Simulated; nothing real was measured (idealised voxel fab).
process module | voxel capacitor over wiring
cross-section cut | 225 nm wide | cells 5 nm
A cross-section is a grid of square cells, given in bands from the top down. A band is one or more rows of cells.
Each band's line starts with the height of the band's top and of its bottom, in nm. Then come its materials from left to right, each with its width in nm. One material with "throughout" fills the band from edge to edge. "air" is empty space.
Height 0 is the level under which the wafer as received is all one material. The lowest band goes on downwards, as in "0 down".
A width such as "30 to 40" changes by the same amount from each row of cells to the next, from the band's top row to its bottom row.
"no change" after a step means that no cell of the cross-section changed.
closed voids: empty space of 8 cells or more with no open way to the top, each as width x height at its distance from the left edge, in nm
after a step's settings: what the simulator itself notes on the step
overlay nm, on a step with a mask: how far to the right of its planned place the mask lay; to the left if negative
plan
1 op RECEIVE | material Si
2 op CONFORMAL_DEP | material SiO2 | thk nm 15
3 op CONFORMAL_DEP | material SiCN | thk nm 5
4 op DIRECTIONAL_DEP | material SiO2 | thk nm 20
5 op PATTERN | tone open | mask id METAL_1 | material resist | width nm 30 | pitch nm 95 | thk nm 15 | overlay nm 0
6 op DIRECTIONAL_ETCH | etch materials SiO2 | depth nm 20
7 op DIRECTIONAL_ETCH | etch materials SiCN | depth nm 5
8 op STRIP | etch materials resist
9 op CONFORMAL_DEP | material TiN | thk nm 5
10 op FILL_DEP | material Cu | thk nm 10
11 op CMP | height nm 40
12 op EPI | material Ru | thk nm 5
13 op FILL_DEP | material SiCN | thk nm 5
14 op DIRECTIONAL_DEP | material lowk | thk nm 15
15 op MASKED_ETCH | tone open | mask id PLUG_1 | width nm 15 | etch materials lowk | depth nm 15 | overlay nm 0
16 op MASKED_ETCH | tone open | mask id PLUG_1 | width nm 15 | etch materials SiCN | depth nm 5 | overlay nm 0
17 op CONFORMAL_DEP | material TiN | thk nm 5
18 op FILL_DEP | material Ru | thk nm 10
19 op CMP | height nm 65
20 op DIRECTIONAL_DEP | material TiN | thk nm 5
21 op DIRECTIONAL_DEP | material SiN | thk nm 5
22 op DIRECTIONAL_DEP | material TiN | thk nm 10
23 op PATTERN | tone cover | mask id UPPER_PLATE | material resist | width nm 70 | thk nm 15 | overlay nm -15
24 op DIRECTIONAL_ETCH | etch materials TiN | depth nm 10
25 op DIRECTIONAL_ETCH | etch materials SiN | depth nm 5
26 op STRIP | etch materials resist
27 op PATTERN | tone cover | mask id LOWER_PLATE | material resist | width nm 80 | thk nm 20 | overlay nm 0
28 op DIRECTIONAL_ETCH | etch materials TiN | depth nm 5
29 op STRIP | etch materials resist
30 op FILL_DEP | material SiO2 | thk nm 20
31 op CMP | height nm 100
32 op DIRECTIONAL_DEP | material aC | thk nm 10
33 op PATTERN | tone open | mask id PLUG_2 | material resist | width nm 15 | thk nm 30 | overlay nm 0
34 op DIRECTIONAL_ETCH | etch materials aC | depth nm 10
35 op STRIP | etch materials resist
36 op DIRECTIONAL_ETCH | etch materials SiO2 | depth nm 15
37 op STRIP | etch materials aC
38 op CONFORMAL_DEP | material TiN | thk nm 5
39 op FILL_DEP | material W | thk nm 5
40 op CMP | height nm 100
41 op CONFORMAL_DEP | material SiCN | thk nm 5
varied across the wafers: overlay nm of step 23. The plan shows the first wafer's value. All wafers start alike
first wafer as received, after step 1
  0 down: Si throughout
  closed voids: none
first wafer at the end, after step 41
  105 to 100: SiCN throughout
  100 to 90: SiO2 75 | TiN 5 | W 5 | TiN 5 | SiO2 135
  90 to 80: SiO2 75 to 60 | TiN 15 to 60 | SiO2 135 to 105
  80 to 75: SiO2 50 | TiN 70 | SiO2 105
  75 to 70: SiO2 50 | SiN 70 | SiO2 105
  70 to 65: SiO2 50 | TiN 90 | SiO2 85
  65 to 50: lowk 65 | TiN 5 | Ru 5 | TiN 5 | lowk 145
  50 to 45: SiCN 65 | TiN 15 | SiCN 145
  45 to 40: SiCN 45 | Ru 40 | SiCN 55 | Ru 40 | SiCN 45
  40 to 20: SiO2 50 | TiN 5 | Cu 20 | TiN 5 | SiO2 65 | TiN 5 | Cu 20 | TiN 5 | SiO2 50
  20 to 15: SiCN 50 | TiN 30 | SiCN 65 | TiN 30 | SiCN 50
  15 to 0: SiO2 throughout
  0 down: Si throughout
  closed voids: none
last wafer at the end
  105 to 100: SiCN throughout
  100 to 90: SiO2 75 | TiN 5 | W 5 | TiN 5 | SiO2 135
  90 to 80: SiO2 75 to 80 | TiN 15 to 60 | SiO2 135 to 85
  80 to 75: SiO2 80 | TiN 70 | SiO2 75
  75 to 70: SiO2 80 | SiN 70 | SiO2 75
  70 to 65: SiO2 60 | TiN 90 | SiO2 75
  65 to 50: lowk 65 | TiN 5 | Ru 5 | TiN 5 | lowk 145
  50 to 45: SiCN 65 | TiN 15 | SiCN 145
  45 to 40: SiCN 45 | Ru 40 | SiCN 55 | Ru 40 | SiCN 45
  40 to 20: SiO2 50 | TiN 5 | Cu 20 | TiN 5 | SiO2 65 | TiN 5 | Cu 20 | TiN 5 | SiO2 50
  20 to 15: SiCN 50 | TiN 30 | SiCN 65 | TiN 30 | SiCN 50
  15 to 0: SiO2 throughout
  0 down: Si throughout
  closed voids: none
each wafer at the end: cells of each material gained (+) or lost (-) since it was received, then its closed voids
overlay nm -15 | +32 Cu | +19 Ru | +149 SiCN | +14 SiN | +515 SiO2 | +88 TiN | +2 W | +126 lowk | closed voids: none
overlay nm -10 | +32 Cu | +19 Ru | +149 SiCN | +14 SiN | +515 SiO2 | +88 TiN | +2 W | +126 lowk | closed voids: none
overlay nm -5 | +32 Cu | +19 Ru | +149 SiCN | +14 SiN | +515 SiO2 | +88 TiN | +2 W | +126 lowk | closed voids: none
overlay nm 0 | +32 Cu | +19 Ru | +149 SiCN | +14 SiN | +515 SiO2 | +88 TiN | +2 W | +126 lowk | closed voids: none
overlay nm 5 | +32 Cu | +19 Ru | +149 SiCN | +14 SiN | +515 SiO2 | +88 TiN | +2 W | +126 lowk | closed voids: none
overlay nm 10 | +32 Cu | +19 Ru | +149 SiCN | +14 SiN | +515 SiO2 | +88 TiN | +2 W | +126 lowk | closed voids: none
overlay nm 15 | +32 Cu | +19 Ru | +149 SiCN | +14 SiN | +515 SiO2 | +88 TiN | +2 W | +126 lowk | closed voids: none
